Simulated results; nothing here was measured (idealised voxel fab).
The name of this process module is voxel transistor to metal.
The width of the displayed cross-section, cut, is 180 nm; its cells are square, with a size of 5 nm.
This document writes a cross-section as a grid whose cells are square, and gives it as bands, listed from the top down; one or more rows of cells form a band. Band: top and bottom heights (nm) first, top before bottom; then materials from left to right, widths in nm. "edge to edge" marks a sole material filling the band edge to edge. "air" denotes empty space. Heights are reckoned from 0. Under this level, the received wafer is all of one material. The bottommost band is open-ended downward, for example "0..down". Top row gets the first number, bottom row gets the second, and each row in between changes by the same step: that is how a band width like "30->40" works. "everything unchanged" for a step: no cell of the cross-section changed in that step. Any empty space of 8 cells or more lacking an open way to the top shows up in "Listed closed voids" as width x height at distance, distance from the left edge, in nm. Text after the settings on a step's line: the simulator's own remark on that step. overlay nm: mask right of planned place by this much (step with mask). Neg. = left.
Steps in the process plan
1. RECEIVE | material Si
2. OXIDIZE | depth nm 5
3. CONFORMAL_DEP | material SiN | thk nm 15
4. DIRECTIONAL_DEP | material aC | thk nm 10
5. PATTERN | tone cover | mask id ACTIVE | material resist | width nm 110 | thk nm 30 | overlay nm 0
6. DIRECTIONAL_ETCH | etch materials aC | depth nm 10
7. STRIP | etch materials resist
8. DIRECTIONAL_ETCH | etch materials SiN | depth nm 15
9. DIRECTIONAL_ETCH | etch materials SiO2 | depth nm 5
10. DIRECTIONAL_ETCH | etch materials Si | depth nm 30
11. STRIP | etch materials aC
12. FILL_DEP | material SiO2 | thk nm 5
13. CMP | height nm 15
14. SELECTIVE_ETCH | etch materials SiO2 | depth nm 10
15. STRIP | etch materials SiN
16. SELECTIVE_ETCH | etch materials SiO2 | depth nm 5
17. OXIDIZE | depth nm 5
18. DIRECTIONAL_DEP | material polySi | thk nm 20
19. DIRECTIONAL_DEP | material SiCN | thk nm 15
20. PATTERN | tone cover | mask id GATE | material resist | width nm 30 | thk nm 15 | overlay nm 0
21. DIRECTIONAL_ETCH | etch materials SiCN | depth nm 25
22. DIRECTIONAL_ETCH | etch materials polySi | depth nm 30
23. STRIP | etch materials resist
24. CONFORMAL_DEP | material SiO2 | thk nm 5
25. DIRECTIONAL_ETCH | etch materials SiO2 | depth nm 5
26. CONFORMAL_DEP | material SiN | thk nm 5
27. DIRECTIONAL_ETCH | etch materials SiN | depth nm 5
28. DIRECTIONAL_ETCH | etch materials SiO2 | depth nm 5
29. EPI | material nSi | thk nm 5
30. FILL_DEP | material SiO2 | thk nm 10
31. CMP | height nm 15
32. STRIP | etch materials polySi
33. SELECTIVE_ETCH | etch materials SiO2 | depth nm 5
34. CONFORMAL_DEP | material HfO2 | thk nm 5
35. CONFORMAL_DEP | material TiN | thk nm 5
36. FILL_DEP | material W | thk nm 10
37. CMP | height nm 10
38. DIRECTIONAL_DEP | material SiO2 | thk nm 10
39. PATTERN | tone open | mask id CONTACT | material resist | width nm 20 | pitch nm 80 | thk nm 15 | overlay nm 0
40. DIRECTIONAL_ETCH | etch materials SiO2 | depth nm 25
41. STRIP | etch materials resist
42. CONFORMAL_DEP | material TiN | thk nm 5
43. FILL_DEP | material W | thk nm 10
44. CMP | height nm 20
45. DIRECTIONAL_DEP | material TiN | thk nm 5
46. DIRECTIONAL_DEP | material W | thk nm 20
47. DIRECTIONAL_DEP | material aC | thk nm 10
48. PATTERN | tone cover | mask id METAL_1 | material resist | width nm 20 | pitch nm 80 | thk nm 25 | overlay nm 0
49. DIRECTIONAL_ETCH | etch materials aC | depth nm 10
50. STRIP | etch materials resist
51. DIRECTIONAL_ETCH | etch materials W | depth nm 20
52. DIRECTIONAL_ETCH | etch materials TiN | depth nm 5
53. STRIP | etch materials aC
54. FILL_DEP | material SiO2 | thk nm 10
55. CMP | height nm 45
56. CONFORMAL_DEP | material SiCN | thk nm 5
57. DIRECTIONAL_DEP | material lowk | thk nm 35
58. MASKED_ETCH | tone open | mask id METAL_2 | width nm 20 | pitch nm 80 | etch materials lowk | depth nm 20 | overlay nm 0
59. PATTERN | tone open | mask id METAL_2_HOLES | material resist | width nm 15 | pitch nm 80 | thk nm 20 | overlay nm 0
60. DIRECTIONAL_ETCH | etch materials lowk | depth nm 15
61. DIRECTIONAL_ETCH | etch materials SiCN | depth nm 5
62. STRIP | etch materials resist
63. CONFORMAL_DEP | material TiN | thk nm 5
64. FILL_DEP | material Cu | thk nm 5
65. CMP | height nm 85
66. CONFORMAL_DEP | material SiCN | thk nm 5
Cross-section of the incoming wafer, state after step 1
- 0..down = Si edge to edge
- Listed closed voids: none
Here's the wafer cut in cross-section after the module, started and planned just like above, except one thing was done wrong in the run
- 90..85 = SiCN edge to edge
- 85..70 = lowk 40 nm / TiN 5 nm / Cu 10 nm / TiN 5 nm / lowk 60 nm / TiN 5 nm / Cu 10 nm / TiN 5 nm / lowk 40 nm
- 70..65 = lowk 40 nm / TiN 5 nm / Cu 5 nm / TiN 10 nm / lowk 60 nm / TiN 5 nm / Cu 5 nm / TiN 10 nm / lowk 40 nm
- 65..50 = lowk 40 nm / TiN 5 nm / Cu 5 nm / TiN 5 nm / lowk 65 nm / TiN 5 nm / Cu 5 nm / TiN 5 nm / lowk 45 nm
- 50..45 = SiCN 40 nm / TiN 15 nm / SiCN 65 nm / TiN 15 nm / SiCN 45 nm
- 45..25 = SiO2 40 nm / W 20 nm / SiO2 60 nm / W 20 nm / SiO2 40 nm
- 25..20 = SiO2 40 nm / TiN 20 nm / SiO2 60 nm / TiN 20 nm / SiO2 40 nm
- 20..10 = SiO2 40 nm / TiN 5 nm / W 10 nm / TiN 5 nm / SiO2 60 nm / TiN 5 nm / W 10 nm / TiN 5 nm / SiO2 40 nm
- 10..0 = SiO2 40 nm / TiN 5 nm / W 10 nm / TiN 5 nm / SiN 5 nm / HfO2 5 nm / TiN 5 nm / W 30 nm / TiN 5 nm / HfO2 5 nm / SiN 5 nm / TiN 5 nm / W 10 nm / TiN 5 nm / SiO2 40 nm
- 0..-5 = SiO2 35 nm / SiN 5 nm / TiN 20 nm / SiN 5 nm / HfO2 5 nm / TiN 40 nm / HfO2 5 nm / SiN 5 nm / TiN 20 nm / SiN 5 nm / SiO2 35 nm
- -5..-10 = SiO2 40 nm / nSi 20 nm / SiO2 5 nm / HfO2 50 nm / SiO2 5 nm / nSi 20 nm / SiO2 40 nm
- -10..-35 = SiO2 35 nm / Si 110 nm / SiO2 35 nm
- -35..down = Si edge to edge
- Listed closed voids: none
Processing error: step 20 ran as: PATTERN | tone cover | mask id GATE | material resist | width nm 40 | thk nm 15 | overlay nm 0
